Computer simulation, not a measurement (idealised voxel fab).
process module | voxel capacitor over wiring
cross-section cut | 260 nm wide | cells 5 nm
A cross-section is a grid of square cells, given in bands from the top down. A band is one or more rows of cells.
Each band's line starts with the height of the band's top and of its bottom, in nm. Then come its materials from left to right, each with its width in nm. One material with "throughout" fills the band from edge to edge. "air" is empty space.
Height 0 is the level under which the wafer as received is all one material. The lowest band goes on downwards, as in "0 down".
A width such as "30 to 40" changes by the same amount from each row of cells to the next, from the band's top row to its bottom row.
"no change" after a step means that no cell of the cross-section changed.
closed voids: empty space of 8 cells or more with no open way to the top, each as width x height at its distance from the left edge, in nm
after a step's settings: what the simulator itself notes on the step
overlay nm, on a step with a mask: how far to the right of its planned place the mask lay; to the left if negative
plan
1 op RECEIVE | material Si
2 op CONFORMAL_DEP | material SiO2 | thk nm 10
3 op DIRECTIONAL_DEP | material TiN | thk nm 5
4 op DIRECTIONAL_DEP | material W | thk nm 15
5 op MASKED_ETCH | tone cover | mask id METAL_1 | width nm 30 | pitch nm 100 | etch materials W | depth nm 15 | overlay nm 0
6 op MASKED_ETCH | tone cover | mask id METAL_1 | width nm 30 | pitch nm 100 | etch materials TiN | depth nm 5 | overlay nm 0
7 op CONFORMAL_DEP | material SiN | thk nm 5
8 op FILL_DEP | material lowk | thk nm 10
9 op CMP | height nm 30
10 op CONFORMAL_DEP | material SiCN | thk nm 5
11 op DIRECTIONAL_DEP | material lowk | thk nm 15
12 op MASKED_ETCH | tone open | mask id PLUG_1 | width nm 15 | etch materials lowk | depth nm 15 | overlay nm 0
13 op MASKED_ETCH | tone open | mask id PLUG_1 | width nm 15 | etch materials SiCN | depth nm 5 | overlay nm 0
14 op EPI | material Ru | thk nm 10
15 op EPI | material Ru | thk nm 10
16 op DIRECTIONAL_DEP | material TiN | thk nm 5
17 op DIRECTIONAL_DEP | material HfO2 | thk nm 5
18 op DIRECTIONAL_DEP | material TiN | thk nm 10
19 op DIRECTIONAL_DEP | material aC | thk nm 15
20 op PATTERN | tone cover | mask id UPPER_PLATE | material resist | width nm 75 | thk nm 35 | overlay nm 0
21 op DIRECTIONAL_ETCH | etch materials aC | depth nm 15
22 op STRIP | etch materials resist
23 op DIRECTIONAL_ETCH | etch materials TiN | depth nm 10
24 op DIRECTIONAL_ETCH | etch materials HfO2 | depth nm 5
25 op STRIP | etch materials aC
26 op DIRECTIONAL_DEP | material aC | thk nm 15
27 op PATTERN | tone cover | mask id LOWER_PLATE | material resist | width nm 85 | thk nm 30 | overlay nm 0
28 op DIRECTIONAL_ETCH | etch materials aC | depth nm 15
29 op STRIP | etch materials resist
30 op DIRECTIONAL_ETCH | etch materials TiN | depth nm 5
31 op STRIP | etch materials aC
32 op FILL_DEP | material SiO2 | thk nm 15
33 op CMP | height nm 80
34 op DIRECTIONAL_DEP | material aC | thk nm 10
35 op PATTERN | tone open | mask id PLUG_2 | material resist | width nm 15 | thk nm 25 | overlay nm 0
36 op DIRECTIONAL_ETCH | etch materials aC | depth nm 10
37 op STRIP | etch materials resist
38 op DIRECTIONAL_ETCH | etch materials SiO2 | depth nm 10
39 op STRIP | etch materials aC
40 op CONFORMAL_DEP | material TiN | thk nm 5
41 op FILL_DEP | material Cu | thk nm 5
42 op CMP | height nm 80
43 op CONFORMAL_DEP | material SiN | thk nm 5
first wafer, as planned
as received, after step 1
  0 down: Si throughout
  closed voids: none
after step 2
  10 to 0: SiO2 throughout
  below 0: unchanged
after step 3
  15 to 10: TiN throughout
  below 10: unchanged
after step 4
  30 to 15: W throughout
  below 15: unchanged
after step 5
  30 to 15: air 65 | W 30 | air 70 | W 30 | air 65
  below 15: unchanged
after step 6
  30 to 15: air 65 | W 30 | air 70 | W 30 | air 65
  15 to 10: air 65 | TiN 30 | air 70 | TiN 30 | air 65
  below 10: unchanged
after step 7
  35 to 30: air 60 | SiN 40 | air 60 | SiN 40 | air 60
  30 to 15: air 60 | SiN 5 | W 30 | SiN 5 | air 60 | SiN 5 | W 30 | SiN 5 | air 60
  15 to 10: SiN 65 | TiN 30 | SiN 70 | TiN 30 | SiN 65
  below 10: unchanged
after step 8
  45 to 35: lowk throughout
  35 to 30: lowk 60 | SiN 40 | lowk 60 | SiN 40 | lowk 60
  30 to 15: lowk 60 | SiN 5 | W 30 | SiN 5 | lowk 60 | SiN 5 | W 30 | SiN 5 | lowk 60
  below 15: unchanged
after step 9
  30 to 15: lowk 60 | SiN 5 | W 30 | SiN 5 | lowk 60 | SiN 5 | W 30 | SiN 5 | lowk 60
  below 15: unchanged
after step 10
  35 to 30: SiCN throughout
  below 30: unchanged
after step 11
  50 to 35: lowk throughout
  below 35: unchanged
after step 12
  50 to 35: lowk 80 | air 15 | lowk 165
  below 35: unchanged
after step 13
  50 to 35: lowk 80 | air 15 | lowk 165
  35 to 30: SiCN 80 | air 15 | SiCN 165
  below 30: unchanged
after step 14
  50 to 40: lowk 80 | air 15 | lowk 165
  40 to 35: lowk 80 | Ru 15 | lowk 165
  35 to 30: SiCN 80 | Ru 15 | SiCN 165
  below 30: unchanged
after step 15
  50 to 35: lowk 80 | Ru 15 | lowk 165
  below 35: unchanged
after step 16
  55 to 50: TiN throughout
  below 50: unchanged
after step 17
  60 to 55: HfO2 throughout
  below 55: unchanged
after step 18
  70 to 60: TiN throughout
  below 60: unchanged
after step 19
  85 to 70: aC throughout
  below 70: unchanged
after step 20
  120 to 85: air 80 | resist 75 | air 105
  below 85: unchanged
after step 21
  105 to 85: air 80 | resist 75 | air 105
  85 to 70: air 80 | aC 75 | air 105
  below 70: unchanged
after step 22
  85 to 70: air 80 | aC 75 | air 105
  below 70: unchanged
after step 23
  85 to 70: air 80 | aC 75 | air 105
  70 to 60: air 80 | TiN 75 | air 105
  below 60: unchanged
after step 24
  85 to 70: air 80 | aC 75 | air 105
  70 to 60: air 80 | TiN 75 | air 105
  60 to 55: air 80 | HfO2 75 | air 105
  below 55: unchanged
after step 25
  70 to 60: air 80 | TiN 75 | air 105
  below 60: unchanged
after step 26
  85 to 70: air 80 | aC 75 | air 105
  70 to 60: aC 80 | TiN 75 | aC 105
  60 to 55: aC 80 | HfO2 75 | aC 105
  below 55: unchanged
after step 27
  115 to 85: air 75 | resist 85 | air 100
  85 to 70: air 75 | resist 5 | aC 75 | resist 5 | air 100
  below 70: unchanged
after step 28
  100 to 85: air 75 | resist 85 | air 100
  85 to 70: air 75 | resist 5 | aC 75 | resist 5 | air 100
  70 to 60: air 75 | aC 5 | TiN 75 | aC 5 | air 100
  60 to 55: air 75 | aC 5 | HfO2 75 | aC 5 | air 100
  below 55: unchanged
after step 29
  85 to 70: air 80 | aC 75 | air 105
  below 70: unchanged
after step 30
  85 to 70: air 80 | aC 75 | air 105
  70 to 60: air 75 | aC 5 | TiN 75 | aC 5 | air 100
  60 to 55: air 75 | aC 5 | HfO2 75 | aC 5 | air 100
  55 to 50: air 75 | TiN 85 | air 100
  below 50: unchanged
after step 31
  70 to 60: air 80 | TiN 75 | air 105
  60 to 55: air 80 | HfO2 75 | air 105
  below 55: unchanged
after step 32
  85 to 70: SiO2 throughout
  70 to 60: SiO2 80 | TiN 75 | SiO2 105
  60 to 55: SiO2 80 | HfO2 75 | SiO2 105
  55 to 50: SiO2 75 | TiN 85 | SiO2 100
  below 50: unchanged
after step 33
  80 to 70: SiO2 throughout
  below 70: unchanged
after step 34
  90 to 80: aC throughout
  below 80: unchanged
after step 35
  115 to 90: resist 90 | air 15 | resist 155
  below 90: unchanged
after step 36
  105 to 90: resist 90 | air 15 | resist 155
  90 to 80: aC 90 | air 15 | aC 155
  below 80: unchanged
after step 37
  90 to 80: aC 90 | air 15 | aC 155
  below 80: unchanged
after step 38
  90 to 80: aC 90 | air 15 | aC 155
  80 to 70: SiO2 90 | air 15 | SiO2 155
  below 70: unchanged
after step 39
  80 to 70: SiO2 90 | air 15 | SiO2 155
  below 70: unchanged
after step 40
  85 to 80: TiN 95 | air 5 | TiN 160
  80 to 75: SiO2 90 | TiN 5 | air 5 | TiN 5 | SiO2 155
  75 to 70: SiO2 90 | TiN 15 | SiO2 155
  below 70: unchanged
after step 41
  90 to 85: Cu throughout
  85 to 80: TiN 95 | Cu 5 | TiN 160
  80 to 75: SiO2 90 | TiN 5 | Cu 5 | TiN 5 | SiO2 155
  below 75: unchanged
after step 42
  80 to 75: SiO2 90 | TiN 5 | Cu 5 | TiN 5 | SiO2 155
  below 75: unchanged
after step 43
  85 to 80: SiN throughout
  below 80: unchanged
second wafer: like start, like plan, one mistake. Through step 13 it matches the first wafer
when step 15 should have ended
  60 to 50: air 70 | Ru 35 | air 155
  50 to 35: lowk 80 | Ru 15 | lowk 165
  35 to 30: SiCN 80 | Ru 15 | SiCN 165
  below 30: unchanged
when step 16 should have ended
  65 to 60: air 70 | TiN 35 | air 155
  60 to 55: air 70 | Ru 35 | air 155
  55 to 50: TiN 70 | Ru 35 | TiN 155
  below 50: unchanged
when step 17 should have ended
  70 to 65: air 70 | HfO2 35 | air 155
  65 to 60: air 70 | TiN 35 | air 155
  60 to 55: HfO2 70 | Ru 35 | HfO2 155
  below 55: unchanged
when step 18 should have ended
  80 to 70: air 70 | TiN 35 | air 155
  70 to 65: TiN 70 | HfO2 35 | TiN 155
  65 to 60: TiN throughout
  below 60: unchanged
when step 19 should have ended
  95 to 85: air 70 | aC 35 | air 155
  85 to 80: aC throughout
  80 to 70: aC 70 | TiN 35 | aC 155
  below 70: unchanged
when step 20 should have ended
  130 to 95: air 80 | resist 75 | air 105
  95 to 85: air 70 | aC 35 | resist 50 | air 105
  below 85: unchanged
when step 21 should have ended
  115 to 95: air 80 | resist 75 | air 105
  95 to 85: air 80 | aC 25 | resist 50 | air 105
  85 to 80: air 80 | aC 75 | air 105
  80 to 70: air 70 | TiN 35 | aC 50 | air 105
  below 70: unchanged
when step 22 should have ended
  95 to 85: air 80 | aC 25 | air 155
  below 85: unchanged
when step 23 should have ended
  95 to 85: air 80 | aC 25 | air 155
  85 to 80: air 80 | aC 75 | air 105
  80 to 70: air 80 | TiN 25 | aC 50 | air 105
  70 to 65: air 70 | HfO2 35 | TiN 50 | air 105
  65 to 60: air 70 | TiN 85 | air 105
  below 60: unchanged
when step 24 should have ended
  95 to 85: air 80 | aC 25 | air 155
  85 to 80: air 80 | aC 75 | air 105
  80 to 70: air 80 | TiN 25 | aC 50 | air 105
  70 to 65: air 80 | HfO2 25 | TiN 50 | air 105
  65 to 60: air 70 | TiN 85 | air 105
  60 to 55: air 70 | Ru 35 | HfO2 50 | air 105
  below 55: unchanged
when step 25 should have ended
  80 to 70: air 80 | TiN 25 | air 155
  below 70: unchanged
when step 26 should have ended
  95 to 85: air 80 | aC 25 | air 155
  85 to 80: air 80 | aC 75 | air 105
  80 to 70: air 70 | aC 10 | TiN 25 | aC 50 | air 105
  70 to 65: aC 80 | HfO2 25 | TiN 50 | aC 105
  65 to 60: aC 70 | TiN 85 | aC 105
  60 to 55: aC 70 | Ru 35 | HfO2 50 | aC 105
  below 55: unchanged
when step 27 should have ended
  125 to 95: air 75 | resist 85 | air 100
  95 to 85: air 75 | resist 5 | aC 25 | resist 55 | air 100
  85 to 80: air 75 | resist 5 | aC 75 | resist 5 | air 100
  80 to 70: air 70 | aC 10 | TiN 25 | aC 50 | resist 5 | air 100
  below 70: unchanged
when step 28 should have ended
  110 to 95: air 75 | resist 85 | air 100
  95 to 85: air 75 | resist 5 | aC 25 | resist 55 | air 100
  85 to 80: air 75 | resist 5 | aC 75 | resist 5 | air 100
  80 to 70: air 75 | aC 5 | TiN 25 | aC 50 | resist 5 | air 100
  70 to 65: air 75 | aC 5 | HfO2 25 | TiN 50 | aC 5 | air 100
  65 to 60: air 70 | TiN 85 | aC 5 | air 100
  60 to 55: air 70 | Ru 35 | HfO2 50 | aC 5 | air 100
  below 55: unchanged
when step 29 should have ended
  95 to 85: air 80 | aC 25 | air 155
  85 to 80: air 80 | aC 75 | air 105
  80 to 70: air 75 | aC 5 | TiN 25 | aC 50 | air 105
  below 70: unchanged
when step 30 should have ended
  95 to 85: air 80 | aC 25 | air 155
  85 to 80: air 80 | aC 75 | air 105
  80 to 70: air 75 | aC 5 | TiN 25 | aC 50 | air 105
  70 to 65: air 75 | aC 5 | HfO2 25 | TiN 50 | aC 5 | air 100
  65 to 60: air 75 | TiN 80 | aC 5 | air 100
  60 to 55: air 70 | Ru 35 | HfO2 50 | aC 5 | air 100
  55 to 50: air 70 | Ru 35 | TiN 55 | air 100
  below 50: unchanged
when step 31 should have ended
  80 to 70: air 80 | TiN 25 | air 155
  70 to 65: air 80 | HfO2 25 | TiN 50 | air 105
  65 to 60: air 75 | TiN 80 | air 105
  60 to 55: air 70 | Ru 35 | HfO2 50 | air 105
  below 55: unchanged
when step 32 should have ended
  95 to 80: SiO2 throughout
  80 to 70: SiO2 80 | TiN 25 | SiO2 155
  70 to 65: SiO2 80 | HfO2 25 | TiN 50 | SiO2 105
  65 to 60: SiO2 75 | TiN 80 | SiO2 105
  60 to 55: SiO2 70 | Ru 35 | HfO2 50 | SiO2 105
  55 to 50: SiO2 70 | Ru 35 | TiN 55 | SiO2 100
  below 50: unchanged
when step 33 should have ended
  80 to 70: SiO2 80 | TiN 25 | SiO2 155
  below 70: unchanged
when step 34 should have ended
  90 to 80: aC throughout
  below 80: unchanged
when step 35 should have ended
  115 to 90: resist 90 | air 15 | resist 155
  below 90: unchanged
when step 36 should have ended
  105 to 90: resist 90 | air 15 | resist 155
  90 to 80: aC 90 | air 15 | aC 155
  below 80: unchanged
when step 37 should have ended
  90 to 80: aC 90 | air 15 | aC 155
  below 80: unchanged
when step 38 should have ended: no change
when step 39 should have ended
  80 to 70: SiO2 80 | TiN 25 | SiO2 155
  below 70: unchanged
when step 40 should have ended
  85 to 80: TiN throughout
  below 80: unchanged
when step 41 should have ended
  90 to 85: Cu throughout
  below 85: unchanged
when step 42 should have ended
  80 to 70: SiO2 80 | TiN 25 | SiO2 155
  below 70: unchanged
when step 43 should have ended
  85 to 80: SiN throughout
  below 80: unchanged
what went wrong: one of the steps 14 and 15, which are alike, was run twice
at the end the second wafer has, in cells: 1 fewer of Cu | 14 more of Ru | 8 fewer of SiO2 | 5 fewer of TiN
